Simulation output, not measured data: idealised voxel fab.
Documented hereafter: the process module known as voxel transistor to metal.
It is cross-section cut that appears here, measuring 275 nm in width, its square cells being 5 nm in size.
Bands, listed from the top down, are how a cross-section gets written in this document; the cross-section itself is a grid of square cells, and a band is one or more rows of them.
Top height, bottom height, nm. Materials left to right, width each, nm. Single material + "everywhere" = fills band edge to edge. "air" = empty.
The level at which height equals 0 is the one under which the wafer, as it arrives, is entirely one material. No lower edge exists for the bottom band, which continues downward and is notated as in "0 and below".
Width: "30 to 40" (first number = top row, second number = bottom row, same change from row to row of cells).
Key: "no modification" - step with no changed cell in the cross-section.
"Tabulated closed voids" contains a list of empty spaces, each no smaller than 8 cells and without an open way to the top, written in the form width x height at distance with the distance from the left edge and all three in nm.
If you see something after the settings on a step's line, that's the simulator's own remark about that step.
The setting "overlay nm" may be written on the line of a step. When the step uses a mask, the value reports how far to the right of the planned place the mask lay, and a negative value reports that it lay to the left.
-- This section lists the process steps that were planned
1: RECEIVE, material Si
2: OXIDIZE, depth nm 5
3: CONFORMAL_DEP, material SiN, thk nm 15
4: PATTERN, tone cover, mask id ACTIVE, material resist, width nm 100, pitch nm 125, thk nm 15, overlay nm 0
5: DIRECTIONAL_ETCH, etch materials SiN, depth nm 15
6: DIRECTIONAL_ETCH, etch materials SiO2, depth nm 5
7: DIRECTIONAL_ETCH, etch materials Si, depth nm 35
8: STRIP, etch materials resist
9: FILL_DEP, material SiO2, thk nm 10
10: CMP, height nm 15
11: SELECTIVE_ETCH, etch materials SiO2, depth nm 10
12: STRIP, etch materials SiN
13: SELECTIVE_ETCH, etch materials SiO2, depth nm 5
14: OXIDIZE, depth nm 5
15: DIRECTIONAL_DEP, material polySi, thk nm 30
16: DIRECTIONAL_DEP, material SiCN, thk nm 10
17: PATTERN, tone cover, mask id GATE, material resist, width nm 20, pitch nm 125, thk nm 15, overlay nm 0
18: DIRECTIONAL_ETCH, etch materials SiCN, depth nm 20
19: DIRECTIONAL_ETCH, etch materials polySi, depth nm 40
20: STRIP, etch materials resist
21: CONFORMAL_DEP, material SiO2, thk nm 5
22: DIRECTIONAL_ETCH, etch materials SiO2, depth nm 5
23: CONFORMAL_DEP, material SiN, thk nm 10
24: DIRECTIONAL_ETCH, etch materials SiN, depth nm 10
25: DIRECTIONAL_ETCH, etch materials SiO2, depth nm 5
26: EPI, material pSi, thk nm 5
27: FILL_DEP, material SiO2, thk nm 5
28: CMP, height nm 35
29: DIRECTIONAL_DEP, material SiO2, thk nm 15
30: PATTERN, tone open, mask id CONTACT, material resist, width nm 15, thk nm 20, overlay nm 0
31: DIRECTIONAL_ETCH, etch materials SiO2, depth nm 55
32: STRIP, etch materials resist
33: CONFORMAL_DEP, material TiN, thk nm 5
34: FILL_DEP, material Ru, thk nm 10
35: CMP, height nm 50
36: CONFORMAL_DEP, material SiN, thk nm 5
37: DIRECTIONAL_DEP, material SiO2, thk nm 15
38: MASKED_ETCH, tone open, mask id METAL_1, width nm 15, etch materials SiO2, depth nm 15, overlay nm 0
39: MASKED_ETCH, tone open, mask id METAL_1, width nm 15, etch materials SiN, depth nm 5, overlay nm 0
40: CONFORMAL_DEP, material TiN, thk nm 5
41: FILL_DEP, material Cu, thk nm 10
42: CMP, height nm 70
43: EPI, material Ru, thk nm 5
44: FILL_DEP, material SiCN, thk nm 5
45: DIRECTIONAL_DEP, material lowk, thk nm 35
46: DIRECTIONAL_DEP, material aC, thk nm 15
47: PATTERN, tone open, mask id METAL_2, material resist, width nm 15, pitch nm 125, thk nm 35, overlay nm 0
48: DIRECTIONAL_ETCH, etch materials aC, depth nm 15
49: STRIP, etch materials resist
50: DIRECTIONAL_ETCH, etch materials lowk, depth nm 20
51: STRIP, etch materials aC
52: PATTERN, tone open, mask id METAL_2_HOLES, material resist, width nm 15, pitch nm 125, thk nm 15, overlay nm 0
53: DIRECTIONAL_ETCH, etch materials lowk, depth nm 15
54: DIRECTIONAL_ETCH, etch materials SiCN, depth nm 5
55: STRIP, etch materials resist
56: CONFORMAL_DEP, material TiN, thk nm 5
57: FILL_DEP, material Cu, thk nm 5
58: CMP, height nm 115
59: CONFORMAL_DEP, material SiN, thk nm 5
Heads up: all these wafers start the same, and what changes between them is the thk nm in step 36. The value you see in the plan is just what the first wafer got.
-- Received condition of the first of several wafers, sectioned: post-step 1
* 0 and below = Si everywhere
* Tabulated closed voids: none
-- Here is how to read the rows: every wafer has a row, and it shows the wafer at the end of the module, giving for each material how many cells were gained (+) or lost (-) since the wafer was received, then listing its closed voids
thk nm 5; +26 Cu; +56 Ru; -200 Si; +100 SiCN; +170 SiN; +603 SiO2; +162 TiN; +343 lowk; +12 pSi; +48 polySi; Tabulated closed voids: none
thk nm 10; +22 Cu; +56 Ru; -200 Si; +100 SiCN; +225 SiN; +560 SiO2; +154 TiN; +343 lowk; +12 pSi; +48 polySi; Tabulated closed voids: none
thk nm 15; +18 Cu; +56 Ru; -200 Si; +100 SiCN; +280 SiN; +517 SiO2; +146 TiN; +343 lowk; +12 pSi; +48 polySi; Tabulated closed voids: none
thk nm 20; +14 Cu; +56 Ru; -200 Si; +100 SiCN; +335 SiN; +474 SiO2; +138 TiN; +343 lowk; +12 pSi; +48 polySi; Tabulated closed voids: none
